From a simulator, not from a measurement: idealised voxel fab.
process module | voxel released beams
cross-section cut | 210 nm wide | cells 5 nm
A cross-section is a grid of square cells, given in bands from the top down. A band is one or more rows of cells.
Each band's line starts with the height of the band's top and of its bottom, in nm. Then come its materials from left to right, each with its width in nm. One material with "throughout" fills the band from edge to edge. "air" is empty space.
Height 0 is the level under which the wafer as received is all one material. The lowest band goes on downwards, as in "0 down".
A width such as "30 to 40" changes by the same amount from each row of cells to the next, from the band's top row to its bottom row.
"no change" after a step means that no cell of the cross-section changed.
closed voids: empty space of 8 cells or more with no open way to the top, each as width x height at its distance from the left edge, in nm
after a step's settings: what the simulator itself notes on the step
overlay nm, on a step with a mask: how far to the right of its planned place the mask lay; to the left if negative
plan
1 op RECEIVE | material Si
2 op CONFORMAL_DEP | material Al2O3 | thk nm 10
3 op DIRECTIONAL_DEP | material SiO2 | thk nm 10
4 op PATTERN | tone open | mask id ANCHOR | material resist | width nm 35 | thk nm 15 | overlay nm 0
5 op DIRECTIONAL_ETCH | etch materials SiO2 | depth nm 10
6 op STRIP | etch materials resist
7 op CONFORMAL_DEP | material SiN | thk nm 15
8 op PATTERN | tone cover | mask id BEAM | material resist | width nm 105 | thk nm 15 | overlay nm 0
9 op DIRECTIONAL_ETCH | etch materials SiN | depth nm 15
10 op STRIP | etch materials resist
11 op STRIP | etch materials SiO2
as received, after step 1
  0 down: Si throughout
  closed voids: none
a wafer at the end: this start, this plan, one mistake
  35 to 20: air 50 | SiN 105 | air 55
  20 to 10: Al2O3 throughout
  10 to 0: SiO2 throughout
  0 down: Si throughout
  closed voids: none
what went wrong: steps 2 and 3 were swapped
